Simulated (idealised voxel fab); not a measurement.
Proc. module: voxel trench capacitor
285 nm wide, 5 nm square cells: that's cross-section cut.
In what follows, cross-sections appear as grids of square cells, described through bands that run from the top down, where every band is one or more rows of cells. What a band's entry tells you: where the top is and where the bottom is, as heights in nm, and after that what lies inside, material by material from left to right, each with its width in nm. Empty space is written as the word "air", and a single material marked with the word "throughout" occupies the band from edge to edge. Height is counted from the level 0, under which the received wafer is composed throughout of one material. The lowest of the bands is not closed at the bottom but continues downward, in the notation "0 -> down". When a width is written as two numbers, as in "30->40", the first number is the width in the top row of cells of the band and the second is the width in its bottom row, and the width changes by the same amount from each row to the next. "identical to before" -> step changed no cross-section cell. Entry "Sealed-off cavities" = empty spaces >= 8 cells with no open way to the top; each as width x height at distance, distance from left edge, all nm. after a step's settings: what the simulator itself notes on the step. overlay nm: right-of-plan distance of the mask on a masked step; negative values mean left-of-plan.

LISTED BELOW ARE THE PROCESS STEPS AS PLANNED
1,RECEIVE | material Si
2,CONFORMAL_DEP | material SiN | thk nm 10
3,DIRECTIONAL_DEP | material aC | thk nm 10
4,PATTERN | tone open | mask id TRENCH | material resist | width nm 25 | pitch nm 50 | thk nm 30 | overlay nm 0
5,DIRECTIONAL_ETCH | etch materials aC | depth nm 10
6,STRIP | etch materials resist
7,DIRECTIONAL_ETCH | etch materials SiN | depth nm 10
8,DIRECTIONAL_ETCH | etch materials Si | depth nm 30
9,STRIP | etch materials aC
10,CONFORMAL_DEP | material SiO2 | thk nm 5
11,FILL_DEP | material polySi | thk nm 10
12,CMP | height nm 10

RECEIVED-STATE CROSS-SECTION, REFLECTING COMPLETION OF STEP 1
> 0 -> down  Si throughout
> Sealed-off cavities: none

AS-PLANNED RUN: CROSS-SECTION OF THE FIRST OF TWO WAFERS AT END OF MODULE
> 10 -> 0  105 SiN / 5 SiO2 / 15 polySi / 5 SiO2 / 25 SiN / 5 SiO2 / 15 polySi / 5 SiO2 / 105 SiN
> 0 -> -25  105 Si / 5 SiO2 / 15 polySi / 5 SiO2 / 25 Si / 5 SiO2 / 15 polySi / 5 SiO2 / 105 Si
> -25 -> -30  105 Si / 25 SiO2 / 25 Si / 25 SiO2 / 105 Si
> -30 -> down  Si throughout
> Sealed-off cavities: none

SECOND WAFER CROSS-SECTION AT END OF MODULE - SHARED START AND PLAN WITH THE FIRST, ONE MISTAKE IN THE RUN
> 25 -> 15  polySi throughout
> 15 -> 10  110 SiO2 / 15 polySi / 35 SiO2 / 15 polySi / 110 SiO2
> 10 -> 0  105 SiN / 5 SiO2 / 15 polySi / 5 SiO2 / 25 SiN / 5 SiO2 / 15 polySi / 5 SiO2 / 105 SiN
> 0 -> -25  105 Si / 5 SiO2 / 15 polySi / 5 SiO2 / 25 Si / 5 SiO2 / 15 polySi / 5 SiO2 / 105 Si
> -25 -> -30  105 Si / 25 SiO2 / 25 Si / 25 SiO2 / 105 Si
> -30 -> down  Si throughout
> Sealed-off cavities: none
What went wrong in running the wafer? step 12 of the plan: omitted, not performed
At the finish, the second wafer shows more or fewer cells for some materials than the first does: 51 more of SiO2, 120 more of polySi
